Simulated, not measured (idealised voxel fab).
Documented hereafter: the process module known as voxel self aligned contacts.
The cross-section on display is named cut; it measures 220 nm wide, and its cells are 5 nm squares.
A cross-section is written here as square cells arranged in a grid, and it is given in bands from the top down, each band taking up one or more rows of cells. The band entry comprises the height of the band's top followed by the height of its bottom, expressed in nm, and subsequently the band's materials from left to right, each stated together with its width in nm. Where a single material is marked with the word "everywhere", that material fills the band from edge to edge. The word "blank" represents empty space. Heights are reckoned from 0. Under this level, the received wafer is all of one material. The bottommost band is open-ended downward, for example "0 and below". The notation "30..40" denotes a width that varies across the rows of cells in the band, beginning at the first number in the top row, finishing at the second number in the bottom row, and changing by an identical amount from each row to the next. What does "remains unaltered" mean for a step? It means no cell of the cross-section changed in that step. "Closed void list" lists enclosed empty spaces (at least 8 cells, no open path upward to the top), each as width x height at distance from the left edge, in nm. Step line, after settings: the simulator's comment on this step. overlay nm: how far to the right of its planned place the mask lay on this masked step (negative: to the left).
This section lists the process steps that were planned:
1. RECEIVE with material Si
2. CONFORMAL_DEP with material SiO2, thk nm 5
3. DIRECTIONAL_DEP with material polySi, thk nm 25
4. DIRECTIONAL_DEP with material SiN, thk nm 15
5. MASKED_ETCH with tone cover, mask id GATE, width nm 35, pitch nm 70, etch materials SiN, depth nm 15, overlay nm 0
6. MASKED_ETCH with tone cover, mask id GATE, width nm 35, pitch nm 70, etch materials polySi, depth nm 25, overlay nm 0
7. CONFORMAL_DEP with material SiN, thk nm 5
8. DIRECTIONAL_ETCH with etch materials SiN, depth nm 5
9. FILL_DEP with material SiO2, thk nm 10
10. CMP with height nm 50
11. PATTERN with tone open, mask id CONTACT, material resist, width nm 45, thk nm 15, overlay nm 0
12. DIRECTIONAL_ETCH with etch materials SiO2, depth nm 50
13. STRIP with etch materials resist
14. CONFORMAL_DEP with material TiN, thk nm 5
15. FILL_DEP with material Ru, thk nm 10
16. CMP with height nm 50
17. CONFORMAL_DEP with material SiN, thk nm 5
Of two wafers, the first: run according to plan:
Cross-section of the incoming wafer, state after step 1:
0 and below | Si everywhere
Closed void list: none
The wafer, seen in cross-section, after step 2:
5 down to 0 | SiO2 everywhere
Under the height 0 nothing was changed.
The wafer, seen in cross-section, after step 3:
30 down to 5 | polySi everywhere
Under the height 5 nothing was changed.
The wafer, seen in cross-section, after step 4:
45 down to 30 | SiN everywhere
Under the height 30 nothing was changed.
The wafer, seen in cross-section, after step 5:
45 down to 30 | 55 of blank  35 of SiN  35 of blank  35 of SiN  60 of blank
Under the height 30 nothing was changed.
The wafer, seen in cross-section, after step 6:
45 down to 30 | 55 of blank  35 of SiN  35 of blank  35 of SiN  60 of blank
30 down to 5 | 55 of blank  35 of polySi  35 of blank  35 of polySi  60 of blank
Under the height 5 nothing was changed.
The wafer, seen in cross-section, after step 7:
50 down to 30 | 50 of blank  45 of SiN  25 of blank  45 of SiN  55 of blank
30 down to 10 | 50 of blank  5 of SiN  35 of polySi  5 of SiN  25 of blank  5 of SiN  35 of polySi  5 of SiN  55 of blank
10 down to 5 | 55 of SiN  35 of polySi  35 of SiN  35 of polySi  60 of SiN
Under the height 5 nothing was changed.
The wafer, seen in cross-section, after step 8:
45 down to 30 | 50 of blank  45 of SiN  25 of blank  45 of SiN  55 of blank
30 down to 5 | 50 of blank  5 of SiN  35 of polySi  5 of SiN  25 of blank  5 of SiN  35 of polySi  5 of SiN  55 of blank
Under the height 5 nothing was changed.
The wafer, seen in cross-section, after step 9:
55 down to 45 | SiO2 everywhere
45 down to 30 | 50 of SiO2  45 of SiN  25 of SiO2  45 of SiN  55 of SiO2
30 down to 5 | 50 of SiO2  5 of SiN  35 of polySi  5 of SiN  25 of SiO2  5 of SiN  35 of polySi  5 of SiN  55 of SiO2
Under the height 5 nothing was changed.
The wafer, seen in cross-section, after step 10:
50 down to 45 | SiO2 everywhere
Under the height 45 nothing was changed.
The wafer, seen in cross-section, after step 11:
65 down to 50 | 85 of resist  45 of blank  90 of resist
Under the height 50 nothing was changed.
The wafer, seen in cross-section, after step 12:
65 down to 50 | 85 of resist  45 of blank  90 of resist
50 down to 45 | 85 of SiO2  45 of blank  90 of SiO2
45 down to 30 | 50 of SiO2  45 of SiN  25 of blank  45 of SiN  55 of SiO2
30 down to 5 | 50 of SiO2  5 of SiN  35 of polySi  5 of SiN  25 of blank  5 of SiN  35 of polySi  5 of SiN  55 of SiO2
5 down to 0 | 95 of SiO2  25 of blank  100 of SiO2
Under the height 0 nothing was changed.
The wafer, seen in cross-section, after step 13:
50 down to 45 | 85 of SiO2  45 of blank  90 of SiO2
Under the height 45 nothing was changed.
The wafer, seen in cross-section, after step 14:
55 down to 50 | 90 of TiN  35 of blank  95 of TiN
50 down to 45 | 85 of SiO2  15 of TiN  15 of blank  15 of TiN  90 of SiO2
45 down to 30 | 50 of SiO2  45 of SiN  5 of TiN  15 of blank  5 of TiN  45 of SiN  55 of SiO2
30 down to 5 | 50 of SiO2  5 of SiN  35 of polySi  5 of SiN  5 of TiN  15 of blank  5 of TiN  5 of SiN  35 of polySi  5 of SiN  55 of SiO2
5 down to 0 | 95 of SiO2  25 of TiN  100 of SiO2
Under the height 0 nothing was changed.
The wafer, seen in cross-section, after step 15:
65 down to 55 | Ru everywhere
55 down to 50 | 90 of TiN  35 of Ru  95 of TiN
50 down to 45 | 85 of SiO2  15 of TiN  15 of Ru  15 of TiN  90 of SiO2
45 down to 30 | 50 of SiO2  45 of SiN  5 of TiN  15 of Ru  5 of TiN  45 of SiN  55 of SiO2
30 down to 5 | 50 of SiO2  5 of SiN  35 of polySi  5 of SiN  5 of TiN  15 of Ru  5 of TiN  5 of SiN  35 of polySi  5 of SiN  55 of SiO2
Under the height 5 nothing was changed.
The wafer, seen in cross-section, after step 16:
50 down to 45 | 85 of SiO2  15 of TiN  15 of Ru  15 of TiN  90 of SiO2
Under the height 45 nothing was changed.
The wafer, seen in cross-section, after step 17:
55 down to 50 | SiN everywhere
Under the height 50 nothing was changed.
For the second wafer, take the first wafer's start and plan, then add one mistake made in running it; everything through step 2, that step included, is shared with the first:
Second wafer: cross-section at the scheduled end of step 3:
20 down to 5 | SiN everywhere
Under the height 5 nothing was changed.
Second wafer: cross-section at the scheduled end of step 4:
45 down to 20 | polySi everywhere
Under the height 20 nothing was changed.
Second wafer: cross-section at the scheduled end of step 5: remains unaltered
Second wafer: cross-section at the scheduled end of step 6:
45 down to 20 | 55 of blank  35 of polySi  35 of blank  35 of polySi  60 of blank
Under the height 20 nothing was changed.
Second wafer: cross-section at the scheduled end of step 7:
50 down to 45 | 50 of blank  45 of SiN  25 of blank  45 of SiN  55 of blank
45 down to 25 | 50 of blank  5 of SiN  35 of polySi  5 of SiN  25 of blank  5 of SiN  35 of polySi  5 of SiN  55 of blank
25 down to 20 | 55 of SiN  35 of polySi  35 of SiN  35 of polySi  60 of SiN
Under the height 20 nothing was changed.
Second wafer: cross-section at the scheduled end of step 8:
45 down to 20 | 50 of blank  5 of SiN  35 of polySi  5 of SiN  25 of blank  5 of SiN  35 of polySi  5 of SiN  55 of blank
Under the height 20 nothing was changed.
Second wafer: cross-section at the scheduled end of step 9:
55 down to 45 | SiO2 everywhere
45 down to 20 | 50 of SiO2  5 of SiN  35 of polySi  5 of SiN  25 of SiO2  5 of SiN  35 of polySi  5 of SiN  55 of SiO2
Under the height 20 nothing was changed.
Second wafer: cross-section at the scheduled end of step 10:
50 down to 45 | SiO2 everywhere
Under the height 45 nothing was changed.
Second wafer: cross-section at the scheduled end of step 11:
65 down to 50 | 85 of resist  45 of blank  90 of resist
Under the height 50 nothing was changed.
Second wafer: cross-section at the scheduled end of step 12:
65 down to 50 | 85 of resist  45 of blank  90 of resist
50 down to 45 | 85 of SiO2  45 of blank  90 of SiO2
45 down to 20 | 50 of SiO2  5 of SiN  35 of polySi  5 of SiN  25 of blank  5 of SiN  35 of polySi  5 of SiN  55 of SiO2
Under the height 20 nothing was changed.
Second wafer: cross-section at the scheduled end of step 13:
50 down to 45 | 85 of SiO2  45 of blank  90 of SiO2
Under the height 45 nothing was changed.
Second wafer: cross-section at the scheduled end of step 14:
55 down to 50 | 90 of TiN  35 of blank  95 of TiN
50 down to 45 | 85 of SiO2  15 of TiN  15 of blank  15 of TiN  90 of SiO2
45 down to 25 | 50 of SiO2  5 of SiN  35 of polySi  5 of SiN  5 of TiN  15 of blank  5 of TiN  5 of SiN  35 of polySi  5 of SiN  55 of SiO2
25 down to 20 | 50 of SiO2  5 of SiN  35 of polySi  5 of SiN  25 of TiN  5 of SiN  35 of polySi  5 of SiN  55 of SiO2
Under the height 20 nothing was changed.
Second wafer: cross-section at the scheduled end of step 15:
65 down to 55 | Ru everywhere
55 down to 50 | 90 of TiN  35 of Ru  95 of TiN
50 down to 45 | 85 of SiO2  15 of TiN  15 of Ru  15 of TiN  90 of SiO2
45 down to 25 | 50 of SiO2  5 of SiN  35 of polySi  5 of SiN  5 of TiN  15 of Ru  5 of TiN  5 of SiN  35 of polySi  5 of SiN  55 of SiO2
Under the height 25 nothing was changed.
Second wafer: cross-section at the scheduled end of step 16:
50 down to 45 | 85 of SiO2  15 of TiN  15 of Ru  15 of TiN  90 of SiO2
Under the height 45 nothing was changed.
Second wafer: cross-section at the scheduled end of step 17:
55 down to 50 | SiN everywhere
Under the height 50 nothing was changed.
What was done differently from what was planned? steps 3 and 4 traded places in the executed sequence
The second wafer ends with more or fewer cells of some materials than the first, per final count: Ru: 12 fewer; SiN: 78 more; SiO2: 58 fewer; TiN: 8 fewer
